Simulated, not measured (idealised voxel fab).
Process module in this document: voxel self aligned vias
Cross-section cut spans 295 nm and uses square cells 5 nm in size.
When this document writes out a cross-section, it uses a grid of square cells and lists it as bands, beginning at the top and moving down, with a band standing for one or more rows of cells.
A band entry consists of two parts. The first gives the height of the band's top and the height of its bottom, in nm. The rest lists the band's materials from left to right, each with its width in nm. A single material labelled with the word "edge to edge" fills the band from edge to edge, and the word "empty" marks empty space.
Below 0: as-received wafer, all one material; heights counted from there. Lowest band: no bottom, goes on down, written "0 and below".
Think of "30 to 40" as a width that walks from the first number to the second as you go down the band, top row to bottom row, taking equal-sized steps from row to row.
Any step labelled "nothing different" changed none of the cells in the cross-section.
The list in "Closed void register" covers empty spaces of 8 cells or more that cannot reach the top through any open way, and it gives each as width x height at distance; the distance is from the left edge, and width, height and distance are in nm.
Formally, on a step line, whatever follows the settings is a remark that the simulator itself makes on the step.
What "overlay nm" on a step's line means: if the step has a mask, that mask lay this far to the right of its planned place, or, when the value is negative, to the left.
[These are the steps we planned for the process]
step 1: op RECEIVE | material Si
step 2: op CONFORMAL_DEP | material SiO2 | thk nm 15
step 3: op CONFORMAL_DEP | material SiCN | thk nm 5
step 4: op DIRECTIONAL_DEP | material SiO2 | thk nm 30
step 5: op DIRECTIONAL_DEP | material aC | thk nm 15
step 6: op PATTERN | tone open | mask id LINES | material resist | width nm 20 | pitch nm 70 | thk nm 35 | overlay nm 0
step 7: op DIRECTIONAL_ETCH | etch materials aC | depth nm 15
step 8: op STRIP | etch materials resist
step 9: op DIRECTIONAL_ETCH | etch materials SiO2 | depth nm 30
step 10: op STRIP | etch materials aC
step 11: op CONFORMAL_DEP | material TiN | thk nm 5
step 12: op FILL_DEP | material W | thk nm 10
step 13: op CMP | height nm 50
step 14: op SELECTIVE_ETCH | etch materials W Ru TiN | depth nm 10
step 15: op FILL_DEP | material SiN | thk nm 5
step 16: op CMP | height nm 50
step 17: op DIRECTIONAL_DEP | material SiO2 | thk nm 20
step 18: op MASKED_ETCH | tone open | mask id VIAS | width nm 40 | pitch nm 140 | etch materials SiO2 | depth nm 20 | overlay nm 0
step 19: op MASKED_ETCH | tone open | mask id VIAS | width nm 40 | pitch nm 140 | etch materials SiN | depth nm 10 | overlay nm 0
step 20: op CONFORMAL_DEP | material TiN | thk nm 5
step 21: op FILL_DEP | material Ru | thk nm 10
step 22: op CMP | height nm 70
step 23: op CONFORMAL_DEP | material SiN | thk nm 5
[The first of a set of two wafers, run to plan]
[As-received wafer cross-section (after step 1)]
> 0 and below | Si edge to edge
> Closed void register: none
[Cross-section of the wafer subsequent to step 2]
> 15 down to 0 | SiO2 edge to edge
> Whatever lies below 0 is exactly as it was before.
[Cross-section of the wafer subsequent to step 3]
> 20 down to 15 | SiCN edge to edge
> Whatever lies below 15 is exactly as it was before.
[Cross-section of the wafer subsequent to step 4]
> 50 down to 20 | SiO2 edge to edge
> Whatever lies below 20 is exactly as it was before.
[Cross-section of the wafer subsequent to step 5]
> 65 down to 50 | aC edge to edge
> Whatever lies below 50 is exactly as it was before.
[Cross-section of the wafer subsequent to step 6]
> 100 down to 65 | resist 65, empty 20, resist 50, empty 20, resist 50, empty 20, resist 70
> Whatever lies below 65 is exactly as it was before.
[Cross-section of the wafer subsequent to step 7]
> 85 down to 65 | resist 65, empty 20, resist 50, empty 20, resist 50, empty 20, resist 70
> 65 down to 50 | aC 65, empty 20, aC 50, empty 20, aC 50, empty 20, aC 70
> Whatever lies below 50 is exactly as it was before.
[Cross-section of the wafer subsequent to step 8]
> 65 down to 50 | aC 65, empty 20, aC 50, empty 20, aC 50, empty 20, aC 70
> Whatever lies below 50 is exactly as it was before.
[Cross-section of the wafer subsequent to step 9]
> 65 down to 50 | aC 65, empty 20, aC 50, empty 20, aC 50, empty 20, aC 70
> 50 down to 20 | SiO2 65, empty 20, SiO2 50, empty 20, SiO2 50, empty 20, SiO2 70
> Whatever lies below 20 is exactly as it was before.
[Cross-section of the wafer subsequent to step 10]
> 50 down to 20 | SiO2 65, empty 20, SiO2 50, empty 20, SiO2 50, empty 20, SiO2 70
> Whatever lies below 20 is exactly as it was before.
[Cross-section of the wafer subsequent to step 11]
> 55 down to 50 | TiN 70, empty 10, TiN 60, empty 10, TiN 60, empty 10, TiN 75
> 50 down to 25 | SiO2 65, TiN 5, empty 10, TiN 5, SiO2 50, TiN 5, empty 10, TiN 5, SiO2 50, TiN 5, empty 10, TiN 5, SiO2 70
> 25 down to 20 | SiO2 65, TiN 20, SiO2 50, TiN 20, SiO2 50, TiN 20, SiO2 70
> Whatever lies below 20 is exactly as it was before.
[Cross-section of the wafer subsequent to step 12]
> 65 down to 55 | W edge to edge
> 55 down to 50 | TiN 70, W 10, TiN 60, W 10, TiN 60, W 10, TiN 75
> 50 down to 25 | SiO2 65, TiN 5, W 10, TiN 5, SiO2 50, TiN 5, W 10, TiN 5, SiO2 50, TiN 5, W 10, TiN 5, SiO2 70
> Whatever lies below 25 is exactly as it was before.
[Cross-section of the wafer subsequent to step 13]
> 50 down to 25 | SiO2 65, TiN 5, W 10, TiN 5, SiO2 50, TiN 5, W 10, TiN 5, SiO2 50, TiN 5, W 10, TiN 5, SiO2 70
> Whatever lies below 25 is exactly as it was before.
[Cross-section of the wafer subsequent to step 14]
> 50 down to 40 | SiO2 65, empty 20, SiO2 50, empty 20, SiO2 50, empty 20, SiO2 70
> Whatever lies below 40 is exactly as it was before.
[Cross-section of the wafer subsequent to step 15]
> 55 down to 50 | SiN edge to edge
> 50 down to 40 | SiO2 65, SiN 20, SiO2 50, SiN 20, SiO2 50, SiN 20, SiO2 70
> Whatever lies below 40 is exactly as it was before.
[Cross-section of the wafer subsequent to step 16]
> 50 down to 40 | SiO2 65, SiN 20, SiO2 50, SiN 20, SiO2 50, SiN 20, SiO2 70
> Whatever lies below 40 is exactly as it was before.
[Cross-section of the wafer subsequent to step 17]
> 70 down to 50 | SiO2 edge to edge
> Whatever lies below 50 is exactly as it was before.
[Cross-section of the wafer subsequent to step 18]
> 70 down to 50 | SiO2 55, empty 40, SiO2 100, empty 40, SiO2 60
> Whatever lies below 50 is exactly as it was before.
[Cross-section of the wafer subsequent to step 19]
> 70 down to 50 | SiO2 55, empty 40, SiO2 100, empty 40, SiO2 60
> 50 down to 40 | SiO2 65, empty 20, SiO2 50, SiN 20, SiO2 50, empty 20, SiO2 70
> Whatever lies below 40 is exactly as it was before.
[Cross-section of the wafer subsequent to step 20]
> 75 down to 70 | TiN 60, empty 30, TiN 110, empty 30, TiN 65
> 70 down to 55 | SiO2 55, TiN 5, empty 30, TiN 5, SiO2 100, TiN 5, empty 30, TiN 5, SiO2 60
> 55 down to 50 | SiO2 55, TiN 15, empty 10, TiN 15, SiO2 100, TiN 15, empty 10, TiN 15, SiO2 60
> 50 down to 45 | SiO2 65, TiN 5, empty 10, TiN 5, SiO2 50, SiN 20, SiO2 50, TiN 5, empty 10, TiN 5, SiO2 70
> 45 down to 40 | SiO2 65, TiN 20, SiO2 50, SiN 20, SiO2 50, TiN 20, SiO2 70
> Whatever lies below 40 is exactly as it was before.
[Cross-section of the wafer subsequent to step 21]
> 85 down to 75 | Ru edge to edge
> 75 down to 70 | TiN 60, Ru 30, TiN 110, Ru 30, TiN 65
> 70 down to 55 | SiO2 55, TiN 5, Ru 30, TiN 5, SiO2 100, TiN 5, Ru 30, TiN 5, SiO2 60
> 55 down to 50 | SiO2 55, TiN 15, Ru 10, TiN 15, SiO2 100, TiN 15, Ru 10, TiN 15, SiO2 60
> 50 down to 45 | SiO2 65, TiN 5, Ru 10, TiN 5, SiO2 50, SiN 20, SiO2 50, TiN 5, Ru 10, TiN 5, SiO2 70
> Whatever lies below 45 is exactly as it was before.
[Cross-section of the wafer subsequent to step 22]
> 70 down to 55 | SiO2 55, TiN 5, Ru 30, TiN 5, SiO2 100, TiN 5, Ru 30, TiN 5, SiO2 60
> Whatever lies below 55 is exactly as it was before.
[Cross-section of the wafer subsequent to step 23]
> 75 down to 70 | SiN edge to edge
> Whatever lies below 70 is exactly as it was before.
[Second wafer. Start and plan as for the first. One mistake made in running. Agrees with the first up to and including step 1]
[Cross-section, second wafer, at the end time the plan gives for step 2]
> 15 down to 0 | Ru edge to edge
> Whatever lies below 0 is exactly as it was before.
[Cross-section, second wafer, at the end time the plan gives for step 3]
> 20 down to 15 | SiCN edge to edge
> Whatever lies below 15 is exactly as it was before.
[Cross-section, second wafer, at the end time the plan gives for step 4]
> 50 down to 20 | SiO2 edge to edge
> Whatever lies below 20 is exactly as it was before.
[Cross-section, second wafer, at the end time the plan gives for step 5]
> 65 down to 50 | aC edge to edge
> Whatever lies below 50 is exactly as it was before.
[Cross-section, second wafer, at the end time the plan gives for step 6]
> 100 down to 65 | resist 65, empty 20, resist 50, empty 20, resist 50, empty 20, resist 70
> Whatever lies below 65 is exactly as it was before.
[Cross-section, second wafer, at the end time the plan gives for step 7]
> 85 down to 65 | resist 65, empty 20, resist 50, empty 20, resist 50, empty 20, resist 70
> 65 down to 50 | aC 65, empty 20, aC 50, empty 20, aC 50, empty 20, aC 70
> Whatever lies below 50 is exactly as it was before.
[Cross-section, second wafer, at the end time the plan gives for step 8]
> 65 down to 50 | aC 65, empty 20, aC 50, empty 20, aC 50, empty 20, aC 70
> Whatever lies below 50 is exactly as it was before.
[Cross-section, second wafer, at the end time the plan gives for step 9]
> 65 down to 50 | aC 65, empty 20, aC 50, empty 20, aC 50, empty 20, aC 70
> 50 down to 20 | SiO2 65, empty 20, SiO2 50, empty 20, SiO2 50, empty 20, SiO2 70
> Whatever lies below 20 is exactly as it was before.
[Cross-section, second wafer, at the end time the plan gives for step 10]
> 50 down to 20 | SiO2 65, empty 20, SiO2 50, empty 20, SiO2 50, empty 20, SiO2 70
> Whatever lies below 20 is exactly as it was before.
[Cross-section, second wafer, at the end time the plan gives for step 11]
> 55 down to 50 | TiN 70, empty 10, TiN 60, empty 10, TiN 60, empty 10, TiN 75
> 50 down to 25 | SiO2 65, TiN 5, empty 10, TiN 5, SiO2 50, TiN 5, empty 10, TiN 5, SiO2 50, TiN 5, empty 10, TiN 5, SiO2 70
> 25 down to 20 | SiO2 65, TiN 20, SiO2 50, TiN 20, SiO2 50, TiN 20, SiO2 70
> Whatever lies below 20 is exactly as it was before.
[Cross-section, second wafer, at the end time the plan gives for step 12]
> 65 down to 55 | W edge to edge
> 55 down to 50 | TiN 70, W 10, TiN 60, W 10, TiN 60, W 10, TiN 75
> 50 down to 25 | SiO2 65, TiN 5, W 10, TiN 5, SiO2 50, TiN 5, W 10, TiN 5, SiO2 50, TiN 5, W 10, TiN 5, SiO2 70
> Whatever lies below 25 is exactly as it was before.
[Cross-section, second wafer, at the end time the plan gives for step 13]
> 50 down to 25 | SiO2 65, TiN 5, W 10, TiN 5, SiO2 50, TiN 5, W 10, TiN 5, SiO2 50, TiN 5, W 10, TiN 5, SiO2 70
> Whatever lies below 25 is exactly as it was before.
[Cross-section, second wafer, at the end time the plan gives for step 14]
> 50 down to 40 | SiO2 65, empty 20, SiO2 50, empty 20, SiO2 50, empty 20, SiO2 70
> Whatever lies below 40 is exactly as it was before.
[Cross-section, second wafer, at the end time the plan gives for step 15]
> 55 down to 50 | SiN edge to edge
> 50 down to 40 | SiO2 65, SiN 20, SiO2 50, SiN 20, SiO2 50, SiN 20, SiO2 70
> Whatever lies below 40 is exactly as it was before.
[Cross-section, second wafer, at the end time the plan gives for step 16]
> 50 down to 40 | SiO2 65, SiN 20, SiO2 50, SiN 20, SiO2 50, SiN 20, SiO2 70
> Whatever lies below 40 is exactly as it was before.
[Cross-section, second wafer, at the end time the plan gives for step 17]
> 70 down to 50 | SiO2 edge to edge
> Whatever lies below 50 is exactly as it was before.
[Cross-section, second wafer, at the end time the plan gives for step 18]
> 70 down to 50 | SiO2 55, empty 40, SiO2 100, empty 40, SiO2 60
> Whatever lies below 50 is exactly as it was before.
[Cross-section, second wafer, at the end time the plan gives for step 19]
> 70 down to 50 | SiO2 55, empty 40, SiO2 100, empty 40, SiO2 60
> 50 down to 40 | SiO2 65, empty 20, SiO2 50, SiN 20, SiO2 50, empty 20, SiO2 70
> Whatever lies below 40 is exactly as it was before.
[Cross-section, second wafer, at the end time the plan gives for step 20]
> 75 down to 70 | TiN 60, empty 30, TiN 110, empty 30, TiN 65
> 70 down to 55 | SiO2 55, TiN 5, empty 30, TiN 5, SiO2 100, TiN 5, empty 30, TiN 5, SiO2 60
> 55 down to 50 | SiO2 55, TiN 15, empty 10, TiN 15, SiO2 100, TiN 15, empty 10, TiN 15, SiO2 60
> 50 down to 45 | SiO2 65, TiN 5, empty 10, TiN 5, SiO2 50, SiN 20, SiO2 50, TiN 5, empty 10, TiN 5, SiO2 70
> 45 down to 40 | SiO2 65, TiN 20, SiO2 50, SiN 20, SiO2 50, TiN 20, SiO2 70
> Whatever lies below 40 is exactly as it was before.
[Cross-section, second wafer, at the end time the plan gives for step 21]
> 85 down to 75 | Ru edge to edge
> 75 down to 70 | TiN 60, Ru 30, TiN 110, Ru 30, TiN 65
> 70 down to 55 | SiO2 55, TiN 5, Ru 30, TiN 5, SiO2 100, TiN 5, Ru 30, TiN 5, SiO2 60
> 55 down to 50 | SiO2 55, TiN 15, Ru 10, TiN 15, SiO2 100, TiN 15, Ru 10, TiN 15, SiO2 60
> 50 down to 45 | SiO2 65, TiN 5, Ru 10, TiN 5, SiO2 50, SiN 20, SiO2 50, TiN 5, Ru 10, TiN 5, SiO2 70
> Whatever lies below 45 is exactly as it was before.
[Cross-section, second wafer, at the end time the plan gives for step 22]
> 70 down to 55 | SiO2 55, TiN 5, Ru 30, TiN 5, SiO2 100, TiN 5, Ru 30, TiN 5, SiO2 60
> Whatever lies below 55 is exactly as it was before.
[Cross-section, second wafer, at the end time the plan gives for step 23]
> 75 down to 70 | SiN edge to edge
> Whatever lies below 70 is exactly as it was before.
What was done differently from what was planned? step 2 did not use the planned setting and instead ran as op CONFORMAL_DEP | material Ru | thk nm 15
Heads up, by the end the second wafer has more or fewer cells of some materials compared to the first: Ru +177; SiO2 -177
